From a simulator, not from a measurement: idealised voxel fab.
You're looking at the process module voxel tone inversion.
Cross-section cut: width 295 nm, square cells of 5 nm.
In what follows, cross-sections appear as grids of square cells, described through bands that run from the top down, where every band is one or more rows of cells. Band entry format. Leading values: height of top, height of bottom, nm. Remainder: materials in left-to-right order, each with its width in nm. Special words: "full width" on a single material, which then fills the band edge to edge; "empty", empty space. Heights are measured from 0, the level below which the as-received wafer is all one material; the lowest band has no bottom and continues downward, written as in "0 nm and below". A two-number width, for instance "30->40", indicates that the width is equal to the first number in the top row of the band and to the second number in the bottom row, and that it changes by a constant amount per row of cells. A step reported as "remains unaltered" is a step in which no cell of the cross-section changed. "Closed void inventory" lists enclosed empty spaces (at least 8 cells, no open path upward to the top), each as width x height at distance from the left edge, in nm. Whatever follows a step's settings on its line is a remark the simulator itself makes about that step. If you see "overlay nm" on a step's line and that step has a mask, it's telling you how far right of where it was planned the mask ended up; a negative number means it went left instead.

### The steps planned for the process are as follows
1: RECEIVE | material Si
2: CONFORMAL_DEP | material SiN | thk nm 5
3: DIRECTIONAL_DEP | material aC | thk nm 20
4: PATTERN | tone cover | mask id POSTS | material resist | width nm 15 | pitch nm 30 | thk nm 25 | overlay nm 0
5: DIRECTIONAL_ETCH | etch materials aC | depth nm 20
6: STRIP | etch materials resist
7: FILL_DEP | material SiO2 | thk nm 5
8: CMP | height nm 25
9: STRIP | etch materials aC

### On the first of the two wafers: run conducted according to plan

### Cross-sectional view of the wafer in its as-received condition, corresponding to the state after step 1
    0 nm and below  Si full width
    Closed void inventory: none

### After step 2: wafer cross-section
    5 nm to 0 nm  SiN full width
    For the remainder of the cross-section, below 0, there is no change.

### After step 3: wafer cross-section
    25 nm to 5 nm  aC full width
    For the remainder of the cross-section, below 5, there is no change.

### After step 4: wafer cross-section
    50 nm to 25 nm  110 of empty, then 15 of resist, then 15 of empty, then 15 of resist, then 15 of empty, then 15 of resist, then 110 of empty
    For the remainder of the cross-section, below 25, there is no change.

### After step 5: wafer cross-section
    30 nm to 25 nm  110 of empty, then 15 of resist, then 15 of empty, then 15 of resist, then 15 of empty, then 15 of resist, then 110 of empty
    25 nm to 5 nm  110 of empty, then 15 of aC, then 15 of empty, then 15 of aC, then 15 of empty, then 15 of aC, then 110 of empty
    For the remainder of the cross-section, below 5, there is no change.

### After step 6: wafer cross-section
    25 nm to 5 nm  110 of empty, then 15 of aC, then 15 of empty, then 15 of aC, then 15 of empty, then 15 of aC, then 110 of empty
    For the remainder of the cross-section, below 5, there is no change.

### After step 7: wafer cross-section
    30 nm to 25 nm  SiO2 full width
    25 nm to 5 nm  110 of SiO2, then 15 of aC, then 15 of SiO2, then 15 of aC, then 15 of SiO2, then 15 of aC, then 110 of SiO2
    For the remainder of the cross-section, below 5, there is no change.

### After step 8: wafer cross-section
    25 nm to 5 nm  110 of SiO2, then 15 of aC, then 15 of SiO2, then 15 of aC, then 15 of SiO2, then 15 of aC, then 110 of SiO2
    For the remainder of the cross-section, below 5, there is no change.

### After step 9: wafer cross-section
    25 nm to 5 nm  110 of SiO2, then 15 of empty, then 15 of SiO2, then 15 of empty, then 15 of SiO2, then 15 of empty, then 110 of SiO2
    For the remainder of the cross-section, below 5, there is no change.

### Regarding the second of the two wafers: it shared the first wafer's starting condition and process plan, yet one error occurred during its execution. Its history coincides with that of the first wafer up to and including step 1

At the planned end of step 2, the second wafer in cross-section: remains unaltered

### At the planned end of step 3, the second wafer in cross-section
    20 nm to 0 nm  aC full width
    For the remainder of the cross-section, below 0, there is no change.

### At the planned end of step 4, the second wafer in cross-section
    45 nm to 20 nm  110 of empty, then 15 of resist, then 15 of empty, then 15 of resist, then 15 of empty, then 15 of resist, then 110 of empty
    For the remainder of the cross-section, below 20, there is no change.

### At the planned end of step 5, the second wafer in cross-section
    25 nm to 20 nm  110 of empty, then 15 of resist, then 15 of empty, then 15 of resist, then 15 of empty, then 15 of resist, then 110 of empty
    20 nm to 0 nm  110 of empty, then 15 of aC, then 15 of empty, then 15 of aC, then 15 of empty, then 15 of aC, then 110 of empty
    For the remainder of the cross-section, below 0, there is no change.

### At the planned end of step 6, the second wafer in cross-section
    20 nm to 0 nm  110 of empty, then 15 of aC, then 15 of empty, then 15 of aC, then 15 of empty, then 15 of aC, then 110 of empty
    For the remainder of the cross-section, below 0, there is no change.

### At the planned end of step 7, the second wafer in cross-section
    25 nm to 20 nm  SiO2 full width
    20 nm to 0 nm  110 of SiO2, then 15 of aC, then 15 of SiO2, then 15 of aC, then 15 of SiO2, then 15 of aC, then 110 of SiO2
    For the remainder of the cross-section, below 0, there is no change.

At the planned end of step 8, the second wafer in cross-section: remains unaltered

At the planned end of step 9, the second wafer in cross-section: remains unaltered
It is concluded that the wafer was processed incorrectly with respect to the plan, in that step 2 of the plan was omitted and not executed
Final wafer comparison in cells, second versus first, more or fewer per material: SiN -59, SiO2 +59, aC +36
